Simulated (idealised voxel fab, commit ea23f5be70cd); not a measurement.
process module | voxel transistor to metal
cross-section cut | 295 nm wide | cells 5 nm
A cross-section is a grid of square cells, given in bands from the top down. A band is one or more rows of cells.
Each band's line starts with the height of the band's top and of its bottom, in nm. Then come its materials from left to right, each with its width in nm. One material with "throughout" fills the band from edge to edge. "air" is empty space.
Height 0 is the level under which the wafer as received is all one material. The lowest band goes on downwards, as in "0 down".
A width such as "30 to 40" changes by the same amount from each row of cells to the next, from the band's top row to its bottom row.
"no change" after a step means that no cell of the cross-section changed.
closed voids: empty space of 8 cells or more with no open way to the top, each as width x height at its distance from the left edge, in nm
after a step's settings: what the simulator itself notes on the step
overlay nm, on a step with a mask: how far to the right of its planned place the mask lay; to the left if negative
plan
1 op RECEIVE | material Si
2 op CONFORMAL_DEP | material SiO2 | thk nm 5
3 op CONFORMAL_DEP | material SiN | thk nm 10
4 op DIRECTIONAL_DEP | material aC | thk nm 15
5 op PATTERN | tone cover | mask id ACTIVE | material resist | width nm 115 | pitch nm 145 | thk nm 30 | overlay nm 0
6 op DIRECTIONAL_ETCH | etch materials aC | depth nm 15
7 op STRIP | etch materials resist
8 op DIRECTIONAL_ETCH | etch materials SiN | depth nm 10
9 op DIRECTIONAL_ETCH | etch materials SiO2 | depth nm 5
10 op DIRECTIONAL_ETCH | etch materials Si | depth nm 30
11 op STRIP | etch materials aC
12 op OXIDIZE | depth nm 5
13 op FILL_DEP | material SiO2 | thk nm 5
14 op CMP | height nm 15
15 op SELECTIVE_ETCH | etch materials SiO2 | depth nm 10
16 op STRIP | etch materials SiN
17 op SELECTIVE_ETCH | etch materials SiO2 | depth nm 5
18 op OXIDIZE | depth nm 5
19 op DIRECTIONAL_DEP | material polySi | thk nm 20
20 op DIRECTIONAL_DEP | material SiCN | thk nm 10
21 op DIRECTIONAL_DEP | material aC | thk nm 15
22 op PATTERN | tone cover | mask id GATE | material resist | width nm 25 | pitch nm 145 | thk nm 30 | overlay nm 0
23 op DIRECTIONAL_ETCH | etch materials aC | depth nm 15
24 op STRIP | etch materials resist
25 op DIRECTIONAL_ETCH | etch materials SiCN | depth nm 20
26 op DIRECTIONAL_ETCH | etch materials polySi | depth nm 30
27 op STRIP | etch materials aC
28 op CONFORMAL_DEP | material SiN | thk nm 5
29 op DIRECTIONAL_ETCH | etch materials SiN | depth nm 5
30 op DIRECTIONAL_ETCH | etch materials SiO2 | depth nm 5
31 op DIRECTIONAL_ETCH | etch materials Si | depth nm 5
32 op EPI | material pSi | thk nm 5
33 op FILL_DEP | material SiO2 | thk nm 5
34 op CMP | height nm 20
35 op STRIP | etch materials polySi
36 op SELECTIVE_ETCH | etch materials SiO2 | depth nm 5
37 op CONFORMAL_DEP | material HfO2 | thk nm 5
38 op CONFORMAL_DEP | material TiN | thk nm 5
39 op FILL_DEP | material W | thk nm 10
40 op CMP | height nm 15
41 op DIRECTIONAL_DEP | material SiO2 | thk nm 10
42 op PATTERN | tone open | mask id CONTACT | material resist | width nm 20 | thk nm 15 | overlay nm 0
43 op DIRECTIONAL_ETCH | etch materials SiO2 | depth nm 30
44 op STRIP | etch materials resist
45 op CONFORMAL_DEP | material TiN | thk nm 5
46 op FILL_DEP | material W | thk nm 5
47 op CMP | height nm 25
48 op CONFORMAL_DEP | material SiN | thk nm 5
49 op DIRECTIONAL_DEP | material lowk | thk nm 20
50 op MASKED_ETCH | tone open | mask id METAL_1 | width nm 20 | etch materials lowk | depth nm 20 | overlay nm 0
51 op MASKED_ETCH | tone open | mask id METAL_1 | width nm 20 | etch materials SiN | depth nm 5 | overlay nm 0
52 op CONFORMAL_DEP | material TiN | thk nm 5
53 op FILL_DEP | material Cu | thk nm 5
54 op CMP | height nm 50
55 op EPI | material Ru | thk nm 5
56 op FILL_DEP | material SiCN | thk nm 5
57 op DIRECTIONAL_DEP | material lowk | thk nm 25
58 op MASKED_ETCH | tone open | mask id METAL_2_HOLES | width nm 15 | pitch nm 145 | etch materials lowk | depth nm 25 | overlay nm 0
59 op DIRECTIONAL_DEP | material aC | thk nm 15
60 op PATTERN | tone open | mask id METAL_2 | material resist | width nm 20 | pitch nm 145 | thk nm 35 | overlay nm 0
61 op DIRECTIONAL_ETCH | etch materials aC | depth nm 15
62 op STRIP | etch materials resist
63 op DIRECTIONAL_ETCH | etch materials lowk | depth nm 15
64 op DIRECTIONAL_ETCH | etch materials SiCN | depth nm 5
65 op STRIP | etch materials aC
66 op CONFORMAL_DEP | material TiN | thk nm 5
67 op FILL_DEP | material Cu | thk nm 10
68 op CMP | height nm 85
69 op CONFORMAL_DEP | material SiN | thk nm 5
as received, after step 1
  0 down: Si throughout
  closed voids: none
a wafer at the end: this start, this plan, one mistake
  90 to 85: SiN throughout
  85 to 75: lowk 25 | TiN 5 | Cu 10 | TiN 5 | lowk 125 | TiN 5 | Cu 10 | TiN 5 | lowk 105
  75 to 70: lowk 25 | TiN 5 | Cu 5 | TiN 10 | lowk 125 | TiN 5 | Cu 5 | TiN 10 | lowk 105
  70 to 60: lowk 25 | TiN 5 | Cu 5 | TiN 5 | lowk 130 | TiN 5 | Cu 5 | TiN 5 | lowk 110
  60 to 55: SiCN 25 | TiN 15 | SiCN 130 | TiN 15 | SiCN 110
  55 to 50: SiCN 20 | Ru 30 | SiCN 45 | Ru 30 | SiCN 40 | Ru 30 | SiCN 45 | Ru 30 | SiCN 25
  50 to 30: lowk 25 | TiN 5 | Cu 10 | TiN 5 | lowk 55 | TiN 5 | Cu 10 | TiN 5 | lowk 50 | TiN 5 | Cu 10 | TiN 5 | lowk 55 | TiN 5 | Cu 10 | TiN 5 | lowk 30
  30 to 25: SiN 25 | TiN 20 | SiN 55 | TiN 20 | SiN 50 | TiN 20 | SiN 55 | TiN 20 | SiN 30
  25 to 15: SiO2 30 | TiN 5 | W 5 | TiN 5 | SiO2 60 | TiN 5 | W 5 | TiN 5 | SiO2 55 | TiN 5 | W 5 | TiN 5 | SiO2 60 | TiN 5 | W 5 | TiN 5 | SiO2 30
  15 to 5: SiO2 30 | TiN 5 | W 5 | TiN 5 | SiO2 10 | SiN 5 | HfO2 5 | TiN 5 | W 5 | TiN 5 | HfO2 5 | SiN 5 | SiO2 15 | TiN 5 | W 5 | TiN 5 | SiO2 55 | TiN 5 | W 5 | TiN 5 | SiO2 10 | SiN 5 | HfO2 5 | TiN 5 | W 5 | TiN 5 | HfO2 5 | SiN 5 | SiO2 15 | TiN 5 | W 5 | TiN 5 | SiO2 30
  5 to 0: SiO2 30 | TiN 5 | W 5 | TiN 5 | SiO2 10 | SiN 5 | HfO2 5 | TiN 15 | HfO2 5 | SiN 5 | SiO2 15 | TiN 5 | W 5 | TiN 5 | SiO2 55 | TiN 5 | W 5 | TiN 5 | SiO2 10 | SiN 5 | HfO2 5 | TiN 15 | HfO2 5 | SiN 5 | SiO2 15 | TiN 5 | W 5 | TiN 5 | SiO2 30
  0 to -5: SiO2 30 | TiN 15 | SiO2 5 | pSi 5 | HfO2 35 | pSi 5 | SiO2 10 | TiN 15 | SiO2 55 | TiN 15 | SiO2 5 | pSi 5 | HfO2 35 | pSi 5 | SiO2 10 | TiN 15 | SiO2 30
  -5 to -10: SiO2 20 | pSi 35 | Si 35 | pSi 35 | SiO2 40 | pSi 35 | Si 35 | pSi 35 | SiO2 25
  -10 to -35: SiO2 20 | Si 105 | SiO2 40 | Si 105 | SiO2 25
  -35 down: Si throughout
  closed voids: none
what went wrong: step 42 ran as: op PATTERN | tone open | mask id CONTACT | material resist | width nm 15 | thk nm 15 | overlay nm 0
